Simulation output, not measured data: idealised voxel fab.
Title: Process Module voxel transistor to metal
Shown is cross-section cut, with a width of 165 nm and square cells of size 5 nm.
Heads up, the way a cross-section reads in here is a grid of square cells, handed over as bands from the top down, with every band being one or more rows of cells.
Per band: top height and bottom height in nm, followed by the left-to-right materials and their widths in nm; "everywhere" marks a single material spanning edge to edge, "blank" marks empty space.
For the purposes of this specification, 0 denotes the height below which the wafer in its as-received condition is composed wholly of one material, and the lowermost band, lacking a lower limit, extends downward without end, as expressed in "from 0 down".
Per-row width for "30..40": begins at first number (top row of band), ends at second number (bottom row), increment between rows held constant.
No cell of the cross-section changed in a step that is given as "no modifications".
If an empty space has no open way to the top and is at least 8 cells in size, "Completely enclosed voids" lists it, written width x height at distance, where distance is measured from the left edge and every value is in nm.
Where a step's line continues beyond its settings, the continuation is a remark by the simulator itself on that step.
Steps that use a mask can have "overlay nm" on their line. It says how far the mask sat to the right of where it was meant to be. Negative means to the left.
# The steps planned for the process are as follows
1. RECEIVE: material Si
2. CONFORMAL_DEP: material SiO2, thk nm 5
3. CONFORMAL_DEP: material SiN, thk nm 10
4. PATTERN: tone cover, mask id ACTIVE, material resist, width nm 105, thk nm 20, overlay nm 0
5. DIRECTIONAL_ETCH: etch materials SiN, depth nm 10
6. DIRECTIONAL_ETCH: etch materials SiO2, depth nm 5
7. DIRECTIONAL_ETCH: etch materials Si, depth nm 25
8. STRIP: etch materials resist
9. FILL_DEP: material SiO2, thk nm 10
10. CMP: height nm 15
11. SELECTIVE_ETCH: etch materials SiO2, depth nm 10
12. STRIP: etch materials SiN
13. SELECTIVE_ETCH: etch materials SiO2, depth nm 5
14. OXIDIZE: depth nm 5
15. DIRECTIONAL_DEP: material polySi, thk nm 30
16. DIRECTIONAL_DEP: material SiCN, thk nm 15
17. PATTERN: tone cover, mask id GATE, material resist, width nm 25, thk nm 20, overlay nm 0
18. DIRECTIONAL_ETCH: etch materials SiCN, depth nm 25
19. DIRECTIONAL_ETCH: etch materials polySi, depth nm 40
20. STRIP: etch materials resist
21. CONFORMAL_DEP: material SiN, thk nm 10
22. DIRECTIONAL_ETCH: etch materials SiN, depth nm 10
23. DIRECTIONAL_ETCH: etch materials SiO2, depth nm 5
24. DIRECTIONAL_ETCH: etch materials Si, depth nm 15
25. EPI: material SiGe, thk nm 15
26. FILL_DEP: material SiO2, thk nm 10
27. CMP: height nm 45
28. DIRECTIONAL_DEP: material SiO2, thk nm 15
29. PATTERN: tone open, mask id CONTACT, material resist, width nm 25, pitch nm 60, thk nm 20, overlay nm 0
30. DIRECTIONAL_ETCH: etch materials SiO2, depth nm 65
31. STRIP: etch materials resist
32. CONFORMAL_DEP: material TiN, thk nm 5
33. FILL_DEP: material W, thk nm 5
34. CMP: height nm 60
35. CONFORMAL_DEP: material SiCN, thk nm 5
36. DIRECTIONAL_DEP: material SiO2, thk nm 20
37. MASKED_ETCH: tone open, mask id METAL_1, width nm 15, pitch nm 70, etch materials SiO2, depth nm 20, overlay nm 0
38. MASKED_ETCH: tone open, mask id METAL_1, width nm 15, pitch nm 70, etch materials SiCN, depth nm 5, overlay nm 0
39. CONFORMAL_DEP: material TiN, thk nm 5
40. FILL_DEP: material Cu, thk nm 5
41. CMP: height nm 85
42. CONFORMAL_DEP: material SiN, thk nm 5
# Shown in cross-section is the wafer as received, that is, as it stands after step 1
> from 0 down = Si everywhere
> Completely enclosed voids: none
# As-planned run: cross-section of the first of two wafers at end of module
> from 90 to 85 = SiN everywhere
> from 85 to 65 = SiO2 40 nm  TiN 5 nm  Cu 5 nm  TiN 5 nm  SiO2 55 nm  TiN 5 nm  Cu 5 nm  TiN 5 nm  SiO2 40 nm
> from 65 to 60 = SiCN 40 nm  TiN 15 nm  SiCN 55 nm  TiN 15 nm  SiCN 40 nm
> from 60 to 50 = SiO2 40 nm  TiN 5 nm  W 15 nm  TiN 5 nm  SiO2 35 nm  TiN 5 nm  W 15 nm  TiN 5 nm  SiO2 40 nm
> from 50 to 45 = SiO2 40 nm  TiN 5 nm  W 10 nm  TiN 10 nm  SiO2 35 nm  TiN 10 nm  W 10 nm  TiN 5 nm  SiO2 40 nm
> from 45 to 30 = SiO2 40 nm  TiN 5 nm  W 10 nm  TiN 5 nm  SiN 10 nm  SiCN 25 nm  SiN 10 nm  TiN 5 nm  W 10 nm  TiN 5 nm  SiO2 40 nm
> from 30 to 15 = SiO2 40 nm  TiN 5 nm  W 10 nm  TiN 5 nm  SiN 10 nm  polySi 25 nm  SiN 10 nm  TiN 5 nm  W 10 nm  TiN 5 nm  SiO2 40 nm
> from 15 to 10 = SiO2 40 nm  TiN 20 nm  SiN 10 nm  polySi 25 nm  SiN 10 nm  TiN 20 nm  SiO2 40 nm
> from 10 to 0 = SiO2 40 nm  TiN 5 nm  SiGe 15 nm  SiN 10 nm  polySi 25 nm  SiN 10 nm  SiGe 15 nm  TiN 5 nm  SiO2 40 nm
> from 0 to -5 = SiO2 40 nm  TiN 5 nm  SiGe 15 nm  SiO2 45 nm  SiGe 15 nm  TiN 5 nm  SiO2 40 nm
> from -5 to -20 = SiO2 30 nm  SiGe 30 nm  Si 45 nm  SiGe 30 nm  SiO2 30 nm
> from -20 to -25 = SiO2 30 nm  Si 105 nm  SiO2 30 nm
> from -25 down = Si everywhere
> Completely enclosed voids: none
# Cross-section of the latter of the two wafers at module completion. It had an identical start and an identical plan to the former; in running it, one mistake was made
> from 90 to 85 = SiN everywhere
> from 85 to 65 = SiO2 40 nm  SiCN 5 nm  Cu 5 nm  SiCN 5 nm  SiO2 55 nm  SiCN 5 nm  Cu 5 nm  SiCN 5 nm  SiO2 40 nm
> from 65 to 60 = SiCN everywhere
> from 60 to 50 = SiO2 40 nm  TiN 5 nm  W 15 nm  TiN 5 nm  SiO2 35 nm  TiN 5 nm  W 15 nm  TiN 5 nm  SiO2 40 nm
> from 50 to 45 = SiO2 40 nm  TiN 5 nm  W 10 nm  TiN 10 nm  SiO2 35 nm  TiN 10 nm  W 10 nm  TiN 5 nm  SiO2 40 nm
> from 45 to 30 = SiO2 40 nm  TiN 5 nm  W 10 nm  TiN 5 nm  SiN 10 nm  SiCN 25 nm  SiN 10 nm  TiN 5 nm  W 10 nm  TiN 5 nm  SiO2 40 nm
> from 30 to 15 = SiO2 40 nm  TiN 5 nm  W 10 nm  TiN 5 nm  SiN 10 nm  polySi 25 nm  SiN 10 nm  TiN 5 nm  W 10 nm  TiN 5 nm  SiO2 40 nm
> from 15 to 10 = SiO2 40 nm  TiN 20 nm  SiN 10 nm  polySi 25 nm  SiN 10 nm  TiN 20 nm  SiO2 40 nm
> from 10 to 0 = SiO2 40 nm  TiN 5 nm  SiGe 15 nm  SiN 10 nm  polySi 25 nm  SiN 10 nm  SiGe 15 nm  TiN 5 nm  SiO2 40 nm
> from 0 to -5 = SiO2 40 nm  TiN 5 nm  SiGe 15 nm  SiO2 45 nm  SiGe 15 nm  TiN 5 nm  SiO2 40 nm
> from -5 to -20 = SiO2 30 nm  SiGe 30 nm  Si 45 nm  SiGe 30 nm  SiO2 30 nm
> from -20 to -25 = SiO2 30 nm  Si 105 nm  SiO2 30 nm
> from -25 down = Si everywhere
> Completely enclosed voids: none
The plan and the run diverged here: rather than as planned, step 39 actually ran as CONFORMAL_DEP: material SiCN, thk nm 5
Wafer comparison, final, in cells, second relative to first, materials more or fewer: 22 more of SiCN, 22 fewer of TiN
